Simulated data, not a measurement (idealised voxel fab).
process module | voxel transistor to metal
cross-section cut | 280 nm wide | cells 5 nm
A cross-section is a grid of square cells, given in bands from the top down. A band is one or more rows of cells.
Each band's line starts with the height of the band's top and of its bottom, in nm. Then come its materials from left to right, each with its width in nm. One material with "throughout" fills the band from edge to edge. "air" is empty space.
Height 0 is the level under which the wafer as received is all one material. The lowest band goes on downwards, as in "0 down".
A width such as "30 to 40" changes by the same amount from each row of cells to the next, from the band's top row to its bottom row.
"no change" after a step means that no cell of the cross-section changed.
closed voids: empty space of 8 cells or more with no open way to the top, each as width x height at its distance from the left edge, in nm
after a step's settings: what the simulator itself notes on the step
overlay nm, on a step with a mask: how far to the right of its planned place the mask lay; to the left if negative
plan
1 op RECEIVE | material Si
2 op OXIDIZE | depth nm 5
3 op CONFORMAL_DEP | material SiN | thk nm 15
4 op MASKED_ETCH | tone cover | mask id ACTIVE | width nm 100 | pitch nm 130 | etch materials SiN | depth nm 15 | overlay nm 0
5 op MASKED_ETCH | tone cover | mask id ACTIVE | width nm 100 | pitch nm 130 | etch materials SiO2 | depth nm 5 | overlay nm 0
6 op MASKED_ETCH | tone cover | mask id ACTIVE | width nm 100 | pitch nm 130 | etch materials Si | depth nm 25 | overlay nm 0
7 op OXIDIZE | depth nm 5
8 op FILL_DEP | material SiO2 | thk nm 5
9 op CMP | height nm 15
10 op SELECTIVE_ETCH | etch materials SiO2 | depth nm 15
11 op STRIP | etch materials SiN
12 op SELECTIVE_ETCH | etch materials SiO2 | depth nm 5
13 op OXIDIZE | depth nm 5
14 op DIRECTIONAL_DEP | material polySi | thk nm 20
15 op DIRECTIONAL_DEP | material SiCN | thk nm 10
16 op MASKED_ETCH | tone cover | mask id GATE | width nm 20 | pitch nm 130 | etch materials SiCN | depth nm 20 | overlay nm 0
17 op MASKED_ETCH | tone cover | mask id GATE | width nm 20 | pitch nm 130 | etch materials polySi | depth nm 30 | overlay nm 0
18 op CONFORMAL_DEP | material SiN | thk nm 5
19 op DIRECTIONAL_ETCH | etch materials SiN | depth nm 5
20 op DIRECTIONAL_ETCH | etch materials SiO2 | depth nm 5
21 op EPI | material pSi | thk nm 5
22 op FILL_DEP | material SiO2 | thk nm 10
23 op CMP | height nm 25
24 op DIRECTIONAL_DEP | material SiO2 | thk nm 10
25 op DIRECTIONAL_DEP | material aC | thk nm 15
26 op PATTERN | tone open | mask id CONTACT | material resist | width nm 30 | thk nm 30 | overlay nm 0
27 op DIRECTIONAL_ETCH | etch materials aC | depth nm 15
28 op STRIP | etch materials resist
29 op DIRECTIONAL_ETCH | etch materials SiO2 | depth nm 40
30 op STRIP | etch materials aC
31 op CONFORMAL_DEP | material TiN | thk nm 5
32 op FILL_DEP | material W | thk nm 10
33 op CMP | height nm 35
34 op CONFORMAL_DEP | material SiN | thk nm 5
35 op DIRECTIONAL_DEP | material SiO2 | thk nm 15
36 op DIRECTIONAL_DEP | material aC | thk nm 10
37 op PATTERN | tone open | mask id METAL_1 | material resist | width nm 15 | thk nm 30 | overlay nm 0
38 op DIRECTIONAL_ETCH | etch materials aC | depth nm 10
39 op STRIP | etch materials resist
40 op DIRECTIONAL_ETCH | etch materials SiO2 | depth nm 15
41 op DIRECTIONAL_ETCH | etch materials SiN | depth nm 5
42 op STRIP | etch materials aC
43 op CONFORMAL_DEP | material TiN | thk nm 5
44 op FILL_DEP | material Cu | thk nm 10
45 op CMP | height nm 55
46 op CONFORMAL_DEP | material SiN | thk nm 5
as received, after step 1
  0 down: Si throughout
  closed voids: none
first wafer at the end, as planned
  60 to 55: SiN throughout
  55 to 40: SiO2 30 | TiN 5 | Cu 5 | TiN 5 | SiO2 60 | TiN 5 | Cu 5 | TiN 5 | SiO2 40 | TiN 5 | Cu 5 | TiN 5 | SiO2 60 | TiN 5 | Cu 5 | TiN 5 | SiO2 30
  40 to 35: SiN 30 | TiN 15 | SiN 60 | TiN 15 | SiN 40 | TiN 15 | SiN 60 | TiN 15 | SiN 30
  35 to 25: SiO2 30 | TiN 5 | W 20 | TiN 5 | SiO2 30 | TiN 5 | W 20 | TiN 5 | SiO2 40 | TiN 5 | W 20 | TiN 5 | SiO2 30 | TiN 5 | W 20 | TiN 5 | SiO2 30
  25 to 15: SiO2 30 | TiN 5 | W 20 | TiN 5 | SiN 5 | SiCN 20 | SiN 5 | TiN 5 | W 20 | TiN 5 | SiO2 40 | TiN 5 | W 20 | TiN 5 | SiN 5 | SiCN 20 | SiN 5 | TiN 5 | W 20 | TiN 5 | SiO2 30
  15 to 0: SiO2 30 | TiN 5 | W 20 | TiN 5 | SiN 5 | polySi 20 | SiN 5 | TiN 5 | W 20 | TiN 5 | SiO2 40 | TiN 5 | W 20 | TiN 5 | SiN 5 | polySi 20 | SiN 5 | TiN 5 | W 20 | TiN 5 | SiO2 30
  0 to -5: SiO2 30 | TiN 30 | SiN 5 | polySi 20 | SiN 5 | TiN 30 | SiO2 40 | TiN 30 | SiN 5 | polySi 20 | SiN 5 | TiN 30 | SiO2 30
  -5 to -10: SiO2 25 | pSi 35 | SiO2 30 | pSi 35 | SiO2 30 | pSi 35 | SiO2 30 | pSi 35 | SiO2 25
  -10 to -35: SiO2 30 | Si 90 | SiO2 40 | Si 90 | SiO2 30
  -35 down: Si throughout
  closed voids: none
second wafer at the end: like start, like plan, one mistake
  60 to 55: SiN throughout
  55 to 40: SiO2 30 | TiN 5 | Cu 5 | TiN 5 | SiO2 60 | TiN 5 | Cu 5 | TiN 5 | SiO2 40 | TiN 5 | Cu 5 | TiN 5 | SiO2 60 | TiN 5 | Cu 5 | TiN 5 | SiO2 30
  40 to 35: SiN 30 | TiN 15 | SiN 60 | TiN 15 | SiN 40 | TiN 15 | SiN 60 | TiN 15 | SiN 30
  35 to 25: SiO2 40 | TiN 5 | W 20 to 10 | TiN 5 to 15 | SiO2 30 | TiN 5 | W 20 | TiN 5 | SiO2 40 | TiN 5 | W 20 to 10 | TiN 5 to 15 | SiO2 30 | TiN 5 | W 20 | TiN 5 | SiO2 20
  25 to 15: SiO2 40 | TiN 5 | W 10 | TiN 5 | SiN 5 | SiCN 20 | SiN 5 | SiO2 10 | TiN 5 | W 20 | TiN 5 | SiO2 40 | TiN 5 | W 10 | TiN 5 | SiN 5 | SiCN 20 | SiN 5 | SiO2 10 | TiN 5 | W 20 | TiN 5 | SiO2 20
  15 to 0: SiO2 40 | TiN 5 | W 10 | TiN 5 | SiN 5 | polySi 20 | SiN 5 | SiO2 10 | TiN 5 | W 20 | TiN 5 | SiO2 40 | TiN 5 | W 10 | TiN 5 | SiN 5 | polySi 20 | SiN 5 | SiO2 10 | TiN 5 | W 20 | TiN 5 | SiO2 20
  0 to -5: SiO2 40 | TiN 20 | SiN 5 | polySi 20 | SiN 5 | SiO2 10 | TiN 30 | SiO2 40 | TiN 20 | SiN 5 | polySi 20 | SiN 5 | SiO2 10 | TiN 30 | SiO2 20
  -5 to -10: SiO2 25 | pSi 35 | SiO2 30 | pSi 35 | SiO2 30 | pSi 35 | SiO2 30 | pSi 35 | SiO2 25
  -10 to -35: SiO2 30 | Si 90 | SiO2 40 | Si 90 | SiO2 30
  -35 down: Si throughout
  closed voids: none
what went wrong: step 26 ran as: op PATTERN | tone open | mask id CONTACT | material resist | width nm 30 | thk nm 30 | overlay nm 10
at the end the second wafer has, in cells: 24 more of SiO2 | 24 fewer of W
